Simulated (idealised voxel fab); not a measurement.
Name of the process module below: voxel ribs on slabs
This is section cut - it's 190 nm across, gridded in 5 nm square cells.
If you're reading a cross-section in this doc, picture square cells in a grid; it comes to you as bands, top ones listed first down to the bottom, and a band can be one or more rows of cells.
The entry gives the band's vertical extent as a top height and a bottom height in nm, then its horizontal make-up as materials from left to right, each with a width in nm. "air" stands for empty space; a single material marked "edge to edge" fills the band edge to edge.
Note: height 0 marks the level under which the wafer is uniformly one material as received. Lowest band unbounded below, written "from 0 down".
Read "30->40" as a graded width: first number on top, second number at the bottom, same change between each pair of neighbouring rows.
Step marked "everything unchanged"? Then no cell in the cross-section changed in it.
Voids not open to the top, 8 cells minimum: see "Trapped voids". Written width x height at distance; distance is from the left edge; nm.
Anything after a step's settings on that line? It's the simulator's own note about the step.
"overlay nm", when on a step's line for a step with a mask, measures how far to the right of its planned place the mask lay; a negative measure means to the left.

Planned process steps:
1) RECEIVE [material Si]
2) DIRECTIONAL_DEP [material SiO2] [thk nm 20]
3) DIRECTIONAL_DEP [material polySi] [thk nm 15]
4) MASKED_ETCH [tone cover] [mask id RIB] [width nm 30] [etch materials polySi] [depth nm 5] [overlay nm 0]
5) DIRECTIONAL_DEP [material aC] [thk nm 15]
6) PATTERN [tone cover] [mask id SLAB] [material resist] [width nm 70] [thk nm 30] [overlay nm 0]
7) DIRECTIONAL_ETCH [etch materials aC] [depth nm 15]
8) STRIP [etch materials resist]
9) DIRECTIONAL_ETCH [etch materials polySi] [depth nm 10]
10) STRIP [etch materials aC]
11) FILL_DEP [material SiO2] [thk nm 30]
12) CMP [height nm 55]
13) DIRECTIONAL_DEP [material W] [thk nm 10]
14) PATTERN [tone cover] [mask id HEATER] [material resist] [width nm 40] [thk nm 20] [overlay nm 0]
15) DIRECTIONAL_ETCH [etch materials W] [depth nm 10]
16) STRIP [etch materials resist]
17) CONFORMAL_DEP [material SiN] [thk nm 5]

Incoming wafer, cross-sectional view, post step 1:
from 0 down: Si edge to edge
Trapped voids: none

First of two wafers, end-of-module section, run followed plan:
from 70 to 65: 70 of air; 50 of SiN; 70 of air
from 65 to 60: 70 of air; 5 of SiN; 40 of W; 5 of SiN; 70 of air
from 60 to 55: 75 of SiN; 40 of W; 75 of SiN
from 55 to 35: SiO2 edge to edge
from 35 to 30: 80 of SiO2; 30 of polySi; 80 of SiO2
from 30 to 20: 60 of SiO2; 70 of polySi; 60 of SiO2
from 20 to 0: SiO2 edge to edge
from 0 down: Si edge to edge
Trapped voids: none

Here is the second of the two wafers cut open at the end of the module - same start, same plan as the first one, but we made one mistake running it:
from 70 to 65: 70 of air; 50 of SiN; 70 of air
from 65 to 60: 70 of air; 5 of SiN; 40 of W; 5 of SiN; 70 of air
from 60 to 55: 75 of SiN; 40 of W; 75 of SiN
from 55 to 50: SiO2 edge to edge
from 50 to 45: 80 of SiO2; 30 of polySi; 80 of SiO2
from 45 to 35: 60 of SiO2; 70 of polySi; 60 of SiO2
from 35 to 20: polySi edge to edge
from 20 to 0: SiO2 edge to edge
from 0 down: Si edge to edge
Trapped voids: none
Processing error: the plan's step 3 ran twice
Final cells, second wafer relative to first, materials higher or lower: 114 fewer of SiO2, 114 more of polySi
